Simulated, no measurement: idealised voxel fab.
process module | voxel self aligned contacts
cross-section cut | 195 nm wide | cells 5 nm
A cross-section is a grid of square cells, given in bands from the top down. A band is one or more rows of cells.
Each band's line starts with the height of the band's top and of its bottom, in nm. Then come its materials from left to right, each with its width in nm. One material with "throughout" fills the band from edge to edge. "air" is empty space.
Height 0 is the level under which the wafer as received is all one material. The lowest band goes on downwards, as in "0 down".
A width such as "30 to 40" changes by the same amount from each row of cells to the next, from the band's top row to its bottom row.
"no change" after a step means that no cell of the cross-section changed.
closed voids: empty space of 8 cells or more with no open way to the top, each as width x height at its distance from the left edge, in nm
after a step's settings: what the simulator itself notes on the step
overlay nm, on a step with a mask: how far to the right of its planned place the mask lay; to the left if negative
plan
1 op RECEIVE | material Si
2 op CONFORMAL_DEP | material SiO2 | thk nm 5
3 op DIRECTIONAL_DEP | material polySi | thk nm 20
4 op DIRECTIONAL_DEP | material SiN | thk nm 15
5 op PATTERN | tone cover | mask id GATE | material resist | width nm 30 | pitch nm 65 | thk nm 15 | overlay nm 0
6 op DIRECTIONAL_ETCH | etch materials SiN | depth nm 15
7 op DIRECTIONAL_ETCH | etch materials polySi | depth nm 20
8 op STRIP | etch materials resist
9 op CONFORMAL_DEP | material SiN | thk nm 5
10 op DIRECTIONAL_ETCH | etch materials SiN | depth nm 5
11 op FILL_DEP | material SiO2 | thk nm 15
12 op CMP | height nm 50
13 op PATTERN | tone open | mask id CONTACT | material resist | width nm 45 | thk nm 20 | overlay nm 0
14 op DIRECTIONAL_ETCH | etch materials SiO2 | depth nm 50
15 op STRIP | etch materials resist
16 op CONFORMAL_DEP | material TiN | thk nm 5
17 op FILL_DEP | material Ru | thk nm 5
18 op CMP | height nm 50
19 op CONFORMAL_DEP | material SiCN | thk nm 5
as received, after step 1
  0 down: Si throughout
  closed voids: none
a wafer at the end: this start, this plan, one mistake
  55 to 50: SiCN throughout
  50 to 40: SiO2 75 | TiN 5 | Ru 35 | TiN 5 | SiO2 75
  40 to 35: SiO2 75 | TiN 10 | Ru 25 | TiN 10 | SiO2 75
  35 to 25: SiO2 50 | SiN 30 | TiN 5 | Ru 25 | TiN 5 | SiN 30 | SiO2 50
  25 to 5: SiO2 50 | polySi 30 | TiN 5 | Ru 25 | TiN 5 | polySi 30 | SiO2 50
  5 to 0: SiO2 80 | TiN 35 | SiO2 80
  0 down: Si throughout
  closed voids: none
what went wrong: step 9 was left out
